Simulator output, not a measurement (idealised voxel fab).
Process module heading - voxel wiring stack
Square cell edge 5 nm, section width 200 nm, ID cut.
Cross-section = grid of square cells, listed top down in bands; band = one or more rows.
Per band: top height and bottom height in nm, followed by the left-to-right materials and their widths in nm; "full width" marks a single material spanning edge to edge, "air" marks empty space.
Height datum 0, below which the as-received substrate wafer is one material. Lowest band open at the bottom, running downward: "0 nm and below".
The expression "30->40" gives the width at the extremes of the band, the first number at its top row of cells and the second at its bottom row, with the width changing by equal amounts from each row to the next in between.
"left unchanged" after a step means that no cell of the cross-section changed.
Closed-off voids of 8+ cells (no open route to the top) go in "Fully sealed cavities", written width x height at distance from the left edge, in nm.
Heads up: the bit after the settings on a step's line is the simulator's remark on that step.
overlay nm: where the mask lay relative to plan, measured to the right, on steps with a mask; negatives go left.
-- List of planned process steps
1. RECEIVE,material Si
2. CONFORMAL_DEP,material SiO2,thk nm 15
3. DIRECTIONAL_DEP,material TiN,thk nm 5
4. DIRECTIONAL_DEP,material Ru,thk nm 15
5. MASKED_ETCH,tone cover,mask id METAL_1,width nm 25,pitch nm 50,etch materials Ru,depth nm 15,overlay nm 0
6. MASKED_ETCH,tone cover,mask id METAL_1,width nm 25,pitch nm 50,etch materials TiN,depth nm 5,overlay nm 0
7. CONFORMAL_DEP,material SiCN,thk nm 5
8. FILL_DEP,material SiO2,thk nm 5
9. CMP,height nm 35
10. CONFORMAL_DEP,material SiCN,thk nm 5
11. DIRECTIONAL_DEP,material SiO2,thk nm 20
12. DIRECTIONAL_DEP,material aC,thk nm 10
13. PATTERN,tone open,mask id PLUG_1,material resist,width nm 15,pitch nm 50,thk nm 25,overlay nm 0
14. DIRECTIONAL_ETCH,etch materials aC,depth nm 10
15. STRIP,etch materials resist
16. DIRECTIONAL_ETCH,etch materials SiO2,depth nm 20
17. DIRECTIONAL_ETCH,etch materials SiCN,depth nm 5
18. STRIP,etch materials aC
19. EPI,material Ru,thk nm 10
20. EPI,material Ru,thk nm 10
21. EPI,material Ru,thk nm 5
22. DIRECTIONAL_DEP,material TiN,thk nm 5
23. DIRECTIONAL_DEP,material Ru,thk nm 20
24. MASKED_ETCH,tone cover,mask id METAL_2,width nm 25,pitch nm 50,etch materials Ru,depth nm 20,overlay nm 0
25. MASKED_ETCH,tone cover,mask id METAL_2,width nm 25,pitch nm 50,etch materials TiN,depth nm 5,overlay nm 0
26. CONFORMAL_DEP,material SiN,thk nm 5
27. FILL_DEP,material SiO2,thk nm 10
28. CMP,height nm 85
29. CONFORMAL_DEP,material SiCN,thk nm 5
30. DIRECTIONAL_DEP,material lowk,thk nm 15
31. PATTERN,tone open,mask id PLUG_2,material resist,width nm 15,thk nm 15,overlay nm 0
32. DIRECTIONAL_ETCH,etch materials lowk,depth nm 15
33. DIRECTIONAL_ETCH,etch materials SiCN,depth nm 5
34. STRIP,etch materials resist
35. CONFORMAL_DEP,material TiN,thk nm 5
36. FILL_DEP,material Cu,thk nm 10
37. CMP,height nm 105
38. DIRECTIONAL_DEP,material TiN,thk nm 5
39. DIRECTIONAL_DEP,material Ru,thk nm 15
40. MASKED_ETCH,tone cover,mask id METAL_3,width nm 25,pitch nm 50,etch materials Ru,depth nm 15,overlay nm 0
41. MASKED_ETCH,tone cover,mask id METAL_3,width nm 25,pitch nm 50,etch materials TiN,depth nm 5,overlay nm 0
42. CONFORMAL_DEP,material SiCN,thk nm 5
43. FILL_DEP,material lowk,thk nm 10
44. CMP,height nm 125
45. CONFORMAL_DEP,material SiCN,thk nm 5
-- Wafer as received: cross-section following step 1
  0 nm and below | Si full width
  Fully sealed cavities: none
-- One mistake in running the module, otherwise start and plan as above: cross-section at the end
  130 nm to 125 nm | SiCN full width
  125 nm to 110 nm | 55 of lowk / 5 of SiCN / 25 of Ru / 5 of SiCN / 15 of lowk / 5 of SiCN / 25 of Ru / 5 of SiCN / 60 of lowk
  110 nm to 105 nm | 60 of SiCN / 25 of TiN / 25 of SiCN / 25 of TiN / 65 of SiCN
  105 nm to 90 nm | 60 of lowk / 5 of TiN / 5 of Cu / 5 of TiN / 125 of lowk
  90 nm to 85 nm | 60 of SiCN / 15 of TiN / 125 of SiCN
  85 nm to 75 nm | 55 of SiO2 / 5 of SiN / 25 of Ru / 5 of SiN / 15 of SiO2 / 5 of SiN / 25 of Ru / 5 of SiN / 60 of SiO2
  75 nm to 70 nm | 45 of SiO2 / 15 of SiN / 25 of TiN / 5 of SiN / 5 of SiO2 / 15 of SiN / 25 of TiN / 5 of SiN / 60 of SiO2
  70 nm to 65 nm | 45 of SiO2 / 5 of SiN / 35 of Ru / 5 of SiN / 5 of SiO2 / 5 of SiN / 35 of Ru / 5 of SiN / 60 of SiO2
  65 nm to 60 nm | 50 of SiN / 35 of Ru / 15 of SiN / 35 of Ru / 65 of SiN
  60 nm to 40 nm | 60 of SiO2 / 15 of Ru / 35 of SiO2 / 15 of Ru / 75 of SiO2
  40 nm to 35 nm | 60 of SiCN / 15 of Ru / 35 of SiCN / 15 of Ru / 75 of SiCN
  35 nm to 20 nm | 55 of SiO2 / 5 of SiCN / 25 of Ru / 5 of SiCN / 15 of SiO2 / 5 of SiCN / 25 of Ru / 5 of SiCN / 60 of SiO2
  20 nm to 15 nm | 60 of SiCN / 25 of TiN / 25 of SiCN / 25 of TiN / 65 of SiCN
  15 nm to 0 nm | SiO2 full width
  0 nm and below | Si full width
  Fully sealed cavities: none
The plan and the run diverged here: step run twice: one of 19 and 20 (identical), unknown which
